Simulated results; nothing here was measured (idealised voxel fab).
process module | voxel transistor to metal
cross-section cut | 270 nm wide | cells 5 nm
A cross-section is a grid of square cells, given in bands from the top down. A band is one or more rows of cells.
Each band's line starts with the height of the band's top and of its bottom, in nm. Then come its materials from left to right, each with its width in nm. One material with "throughout" fills the band from edge to edge. "air" is empty space.
Height 0 is the level under which the wafer as received is all one material. The lowest band goes on downwards, as in "0 down".
A width such as "30 to 40" changes by the same amount from each row of cells to the next, from the band's top row to its bottom row.
"no change" after a step means that no cell of the cross-section changed.
closed voids: empty space of 8 cells or more with no open way to the top, each as width x height at its distance from the left edge, in nm
after a step's settings: what the simulator itself notes on the step
overlay nm, on a step with a mask: how far to the right of its planned place the mask lay; to the left if negative
plan
1 op RECEIVE | material Si
2 op OXIDIZE | depth nm 5
3 op CONFORMAL_DEP | material SiN | thk nm 15
4 op DIRECTIONAL_DEP | material aC | thk nm 10
5 op PATTERN | tone cover | mask id ACTIVE | material resist | width nm 105 | pitch nm 135 | thk nm 30 | overlay nm 0
6 op DIRECTIONAL_ETCH | etch materials aC | depth nm 10
7 op STRIP | etch materials resist
8 op DIRECTIONAL_ETCH | etch materials SiN | depth nm 15
9 op DIRECTIONAL_ETCH | etch materials SiO2 | depth nm 5
10 op DIRECTIONAL_ETCH | etch materials Si | depth nm 35
11 op STRIP | etch materials aC
12 op OXIDIZE | depth nm 5
13 op FILL_DEP | material SiO2 | thk nm 15
14 op CMP | height nm 15
15 op SELECTIVE_ETCH | etch materials SiO2 | depth nm 15
16 op STRIP | etch materials SiN
17 op SELECTIVE_ETCH | etch materials SiO2 | depth nm 5
18 op OXIDIZE | depth nm 5
19 op DIRECTIONAL_DEP | material polySi | thk nm 25
20 op DIRECTIONAL_DEP | material SiCN | thk nm 10
21 op PATTERN | tone cover | mask id GATE | material resist | width nm 25 | pitch nm 135 | thk nm 15 | overlay nm 0
22 op DIRECTIONAL_ETCH | etch materials SiCN | depth nm 20
23 op DIRECTIONAL_ETCH | etch materials polySi | depth nm 35
24 op STRIP | etch materials resist
25 op CONFORMAL_DEP | material SiO2 | thk nm 5
26 op DIRECTIONAL_ETCH | etch materials SiO2 | depth nm 5
27 op CONFORMAL_DEP | material SiN | thk nm 5
28 op DIRECTIONAL_ETCH | etch materials SiN | depth nm 5
29 op DIRECTIONAL_ETCH | etch materials SiO2 | depth nm 5
30 op DIRECTIONAL_ETCH | etch materials Si | depth nm 10
31 op EPI | material pSi | thk nm 15
32 op FILL_DEP | material SiO2 | thk nm 5
33 op CMP | height nm 30
34 op DIRECTIONAL_DEP | material SiO2 | thk nm 10
35 op MASKED_ETCH | tone open | mask id CONTACT | width nm 15 | etch materials SiO2 | depth nm 45 | overlay nm 0
36 op CONFORMAL_DEP | material TiN | thk nm 5
37 op FILL_DEP | material W | thk nm 10
38 op CMP | height nm 40
39 op DIRECTIONAL_DEP | material TiN | thk nm 5
40 op DIRECTIONAL_DEP | material W | thk nm 25
41 op PATTERN | tone cover | mask id METAL_1 | material resist | width nm 15 | thk nm 20 | overlay nm 0
42 op DIRECTIONAL_ETCH | etch materials W | depth nm 25
43 op DIRECTIONAL_ETCH | etch materials TiN | depth nm 5
44 op STRIP | etch materials resist
45 op CONFORMAL_DEP | material SiCN | thk nm 5
46 op FILL_DEP | material SiO2 | thk nm 5
47 op CMP | height nm 70
48 op CONFORMAL_DEP | material SiCN | thk nm 5
varied across the wafers: width nm of step 35. The plan shows the first wafer's value. All wafers start alike
first wafer as received, after step 1
  0 down: Si throughout
  closed voids: none
each wafer at the end: cells of each material gained (+) or lost (-) since it was received, then its closed voids
width nm 15 | -260 Si | +156 SiCN | +28 SiN | +576 SiO2 | +88 TiN | +84 W | +88 pSi | +50 polySi | closed voids: none
width nm 20 | -260 Si | +156 SiCN | +28 SiN | +544 SiO2 | +92 TiN | +112 W | +88 pSi | +50 polySi | closed voids: none
width nm 25 | -260 Si | +156 SiCN | +28 SiN | +512 SiO2 | +96 TiN | +140 W | +88 pSi | +50 polySi | closed voids: none
